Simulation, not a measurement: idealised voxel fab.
The name of this process module is voxel ribs on slabs.
Section cut is 240 nm wide and gridded with 5 nm square cells.
Think of the cross-section as a grid of square cells. We describe it in bands, top to bottom, and each band covers one or more rows of those cells.
This entry defines a band. It first specifies the height of the band's top and the height of its bottom in nm, and then specifies the band's materials from left to right, stating each material with its width in nm. The word "all across" identifies a single material that fills the band from edge to edge, while the word "empty" identifies empty space.
Measure heights from 0. That's the level where, below it, the as-received wafer is all one material. The lowest band is bottomless and extends downward; write it as in "0 nm and below".
Quick explanation for "30->40": the width changes in equal steps down the rows of cells, from the first number in the band's top row to the second number in its bottom row.
Take "nothing changed" at face value: in the step it is given for, the cross-section changed in none of its cells.
What "Trapped cavities" gives you is every empty space of 8 cells or more that is cut off from the top. Each appears as width x height at distance, with the distance taken from the left edge and width, height and distance all in nm.
What comes after the settings on a step's line is commentary from the simulator itself on that step.
Steps that use a mask can have "overlay nm" on their line. It says how far the mask sat to the right of where it was meant to be. Negative means to the left.

[Listed below are the process steps as planned]
1: RECEIVE (material Si)
2: DIRECTIONAL_DEP (material SiO2; thk nm 30)
3: DIRECTIONAL_DEP (material SiN; thk nm 20)
4: PATTERN (tone cover; mask id RIB; material resist; width nm 20; thk nm 15; overlay nm 0)
5: DIRECTIONAL_ETCH (etch materials SiN; depth nm 10)
6: STRIP (etch materials resist)
7: PATTERN (tone cover; mask id SLAB; material resist; width nm 70; thk nm 15; overlay nm 0)
8: DIRECTIONAL_ETCH (etch materials SiN; depth nm 10)
9: STRIP (etch materials resist)
10: FILL_DEP (material SiO2; thk nm 30)
11: CMP (height nm 70)
12: DIRECTIONAL_DEP (material W; thk nm 10)
13: MASKED_ETCH (tone cover; mask id HEATER; width nm 30; etch materials W; depth nm 10; overlay nm 0)
14: CONFORMAL_DEP (material SiO2; thk nm 10)

[So, the first of our two wafers, run just as we planned it]

[Cross-section: wafer on arrival = after step 1]
> 0 nm and below  Si all across
> Trapped cavities: none

[after step 2]
> 30 nm to 0 nm  SiO2 all across
> Below 0, the layers are the same as they were.

[after step 3]
> 50 nm to 30 nm  SiN all across
> Below 30, the layers are the same as they were.

[after step 4]
> 65 nm to 50 nm  110 empty  20 resist  110 empty
> Below 50, the layers are the same as they were.

[after step 5]
> 65 nm to 50 nm  110 empty  20 resist  110 empty
> 50 nm to 40 nm  110 empty  20 SiN  110 empty
> Below 40, the layers are the same as they were.

[after step 6]
> 50 nm to 40 nm  110 empty  20 SiN  110 empty
> Below 40, the layers are the same as they were.

[after step 7]
> 65 nm to 50 nm  85 empty  70 resist  85 empty
> 50 nm to 40 nm  85 empty  25 resist  20 SiN  25 resist  85 empty
> Below 40, the layers are the same as they were.

[after step 8]
> 65 nm to 50 nm  85 empty  70 resist  85 empty
> 50 nm to 40 nm  85 empty  25 resist  20 SiN  25 resist  85 empty
> 40 nm to 30 nm  85 empty  70 SiN  85 empty
> Below 30, the layers are the same as they were.

[after step 9]
> 50 nm to 40 nm  110 empty  20 SiN  110 empty
> Below 40, the layers are the same as they were.

[after step 10]
> 80 nm to 50 nm  SiO2 all across
> 50 nm to 40 nm  110 SiO2  20 SiN  110 SiO2
> 40 nm to 30 nm  85 SiO2  70 SiN  85 SiO2
> Below 30, the layers are the same as they were.

[after step 11]
> 70 nm to 50 nm  SiO2 all across
> Below 50, the layers are the same as they were.

[after step 12]
> 80 nm to 70 nm  W all across
> Below 70, the layers are the same as they were.

[after step 13]
> 80 nm to 70 nm  105 empty  30 W  105 empty
> Below 70, the layers are the same as they were.

[after step 14]
> 90 nm to 80 nm  95 empty  50 SiO2  95 empty
> 80 nm to 70 nm  105 SiO2  30 W  105 SiO2
> Below 70, the layers are the same as they were.

[The remaining wafer, second of the two, started like the first and was run to the same plan, except that one mistake was made along the way; the two coincide through step 2, inclusive]

[Cross-section, second wafer, at the end time the plan gives for step 3]
> 45 nm to 30 nm  110 empty  20 resist  110 empty
> Below 30, the layers are the same as they were.

[Cross-section, second wafer, at the end time the plan gives for step 4]
> 65 nm to 50 nm  110 empty  20 SiN  110 empty
> 50 nm to 45 nm  SiN all across
> 45 nm to 30 nm  110 SiN  20 resist  110 SiN
> Below 30, the layers are the same as they were.

[Cross-section, second wafer, at the end time the plan gives for step 5]
> 55 nm to 45 nm  110 empty  20 SiN  110 empty
> 45 nm to 40 nm  110 empty  20 resist  110 empty
> Below 40, the layers are the same as they were.

[Cross-section, second wafer, at the end time the plan gives for step 6]
> 40 nm to 30 nm  110 SiN  20 empty  110 SiN
> Below 30, the layers are the same as they were.

[Cross-section, second wafer, at the end time the plan gives for step 7]
> 55 nm to 40 nm  85 empty  70 resist  85 empty
> 40 nm to 30 nm  110 SiN  20 resist  110 SiN
> Below 30, the layers are the same as they were.

[Cross-section, second wafer, at the end time the plan gives for step 8]
> 55 nm to 40 nm  85 empty  70 resist  85 empty
> 40 nm to 30 nm  85 empty  25 SiN  20 resist  25 SiN  85 empty
> Below 30, the layers are the same as they were.

[Cross-section, second wafer, at the end time the plan gives for step 9]
> 40 nm to 30 nm  85 empty  25 SiN  20 empty  25 SiN  85 empty
> Below 30, the layers are the same as they were.

[Cross-section, second wafer, at the end time the plan gives for step 10]
> 70 nm to 40 nm  SiO2 all across
> 40 nm to 30 nm  85 SiO2  25 SiN  20 SiO2  25 SiN  85 SiO2
> Below 30, the layers are the same as they were.

Cross-section, second wafer, at the end time the plan gives for step 11: nothing changed

[Cross-section, second wafer, at the end time the plan gives for step 12]
> 80 nm to 70 nm  W all across
> Below 70, the layers are the same as they were.

[Cross-section, second wafer, at the end time the plan gives for step 13]
> 80 nm to 70 nm  105 empty  30 W  105 empty
> Below 70, the layers are the same as they were.

[Cross-section, second wafer, at the end time the plan gives for step 14]
> 90 nm to 80 nm  95 empty  50 SiO2  95 empty
> 80 nm to 70 nm  105 SiO2  30 W  105 SiO2
> Below 70, the layers are the same as they were.
Deviation noted in wafer processing: so 3 and 4 got swapped relative to the plan, each ran where the other was supposed to
End of process, cell counts, second wafer against first, materials with more or fewer: SiN: 16 fewer | SiO2: 16 more
